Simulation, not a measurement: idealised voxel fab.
process module | voxel self aligned vias
Cross-sectional view cut (width: 225 nm; square cell size: 5 nm).
A cross-section is written here as square cells arranged in a grid, and it is given in bands from the top down, each band taking up one or more rows of cells. It is stipulated that each band's entry specify, in nanometres, the height of the top of the band and then that of its bottom, followed by the materials of the band in left-to-right sequence, each together with its width in nanometres. A single material marked by the word "full width" is understood to fill the band from edge to edge; the word "blank" is understood to denote empty space. We count height from 0. Below that, the starting wafer is all one material. The lowest band never ends at the bottom but goes on down; see "0 -> down" for how that is written. Top row gets the first number, bottom row gets the second, and each row in between changes by the same step: that is how a band width like "30 to 40" works. Where a step carries "no alterations made", the cross-section came out of it unchanged, cell for cell. For the entry "Closed internal voids", the listed items are empty spaces with no open way to the top whose size is 8 cells or more; each item follows the pattern width x height at distance, where distance is from the left edge and all three are in nm. Whatever follows a step's settings on its line is a remark the simulator itself makes about that step. Steps that use a mask can have "overlay nm" on their line. It says how far the mask sat to the right of where it was meant to be. Negative means to the left.

These are the steps we planned for the process:
| 1 | RECEIVE, material Si |
| 2 | CONFORMAL_DEP, material SiO2, thk nm 15 |
| 3 | CONFORMAL_DEP, material SiCN, thk nm 5 |
| 4 | DIRECTIONAL_DEP, material lowk, thk nm 30 |
| 5 | PATTERN, tone open, mask id LINES, material resist, width nm 25, pitch nm 65, thk nm 20, overlay nm 0 |
| 6 | DIRECTIONAL_ETCH, etch materials lowk, depth nm 30 |
| 7 | STRIP, etch materials resist |
| 8 | CONFORMAL_DEP, material TiN, thk nm 5 |
| 9 | FILL_DEP, material Ru, thk nm 10 |
| 10 | CMP, height nm 50 |
| 11 | SELECTIVE_ETCH, etch materials W Ru TiN, depth nm 10 |
| 12 | FILL_DEP, material SiN, thk nm 10 |
| 13 | CMP, height nm 50 |
| 14 | DIRECTIONAL_DEP, material lowk, thk nm 15 |
| 15 | MASKED_ETCH, tone open, mask id VIAS, width nm 35, pitch nm 65, etch materials lowk, depth nm 15, overlay nm 0 |
| 16 | MASKED_ETCH, tone open, mask id VIAS, width nm 35, pitch nm 65, etch materials SiN, depth nm 10, overlay nm 0 |
| 17 | CONFORMAL_DEP, material TiN, thk nm 5 |
| 18 | FILL_DEP, material Ru, thk nm 10 |
| 19 | CMP, height nm 65 |
| 20 | CONFORMAL_DEP, material SiCN, thk nm 5 |

As received (post step 1): cross-section:
> 0 -> down | Si full width
> Closed internal voids: none

Run as planned - first of the two wafers cross-sectioned at the end of the module:
> 70 -> 65 | SiCN full width
> 65 -> 55 | lowk: 60; TiN: 5; Ru: 25; TiN: 5; lowk: 30; TiN: 5; Ru: 25; TiN: 5; lowk: 65
> 55 -> 45 | lowk: 60 to 65; TiN: 10 to 5; Ru: 15; TiN: 10 to 5; lowk: 30 to 40; TiN: 10 to 5; Ru: 15; TiN: 10 to 5; lowk: 65 to 70
> 45 -> 40 | lowk: 65; TiN: 25; lowk: 40; TiN: 25; lowk: 70
> 40 -> 25 | lowk: 65; TiN: 5; Ru: 15; TiN: 5; lowk: 40; TiN: 5; Ru: 15; TiN: 5; lowk: 70
> 25 -> 20 | lowk: 65; TiN: 25; lowk: 40; TiN: 25; lowk: 70
> 20 -> 15 | SiCN full width
> 15 -> 0 | SiO2 full width
> 0 -> down | Si full width
> Closed internal voids: none

Here's the second of our two wafers sectioned at module end. Same start as the first, same plan, but one mistake got made running it:
> 70 -> 65 | SiCN full width
> 65 -> 55 | lowk: 60; TiN: 5; Ru: 25; TiN: 5; lowk: 30; TiN: 5; Ru: 25; TiN: 5; lowk: 65
> 55 -> 50 | lowk: 60; TiN: 35; lowk: 30; TiN: 35; lowk: 65
> 50 -> 40 | SiN: 60; TiN: 5; lowk: 25; TiN: 5; SiN: 30; TiN: 5; lowk: 25; TiN: 5; SiN: 65
> 40 -> 25 | Ru: 60; TiN: 5; lowk: 25; TiN: 5; Ru: 30; TiN: 5; lowk: 25; TiN: 5; Ru: 65
> 25 -> 20 | TiN: 65; lowk: 25; TiN: 40; lowk: 25; TiN: 70
> 20 -> 15 | SiCN full width
> 15 -> 0 | SiO2 full width
> 0 -> down | Si full width
> Closed internal voids: none
Heads up, the wafer didn't run the way we planned it: heads up, step 5 didn't go per plan, it actually ran as PATTERN, tone cover, mask id LINES, material resist, width nm 25, pitch nm 65, thk nm 20, overlay nm 0
Bottom line after processing is that, in cells, the second wafer is up or down on some materials versus the first: Ru +63; SiN +62; TiN +25; lowk -150
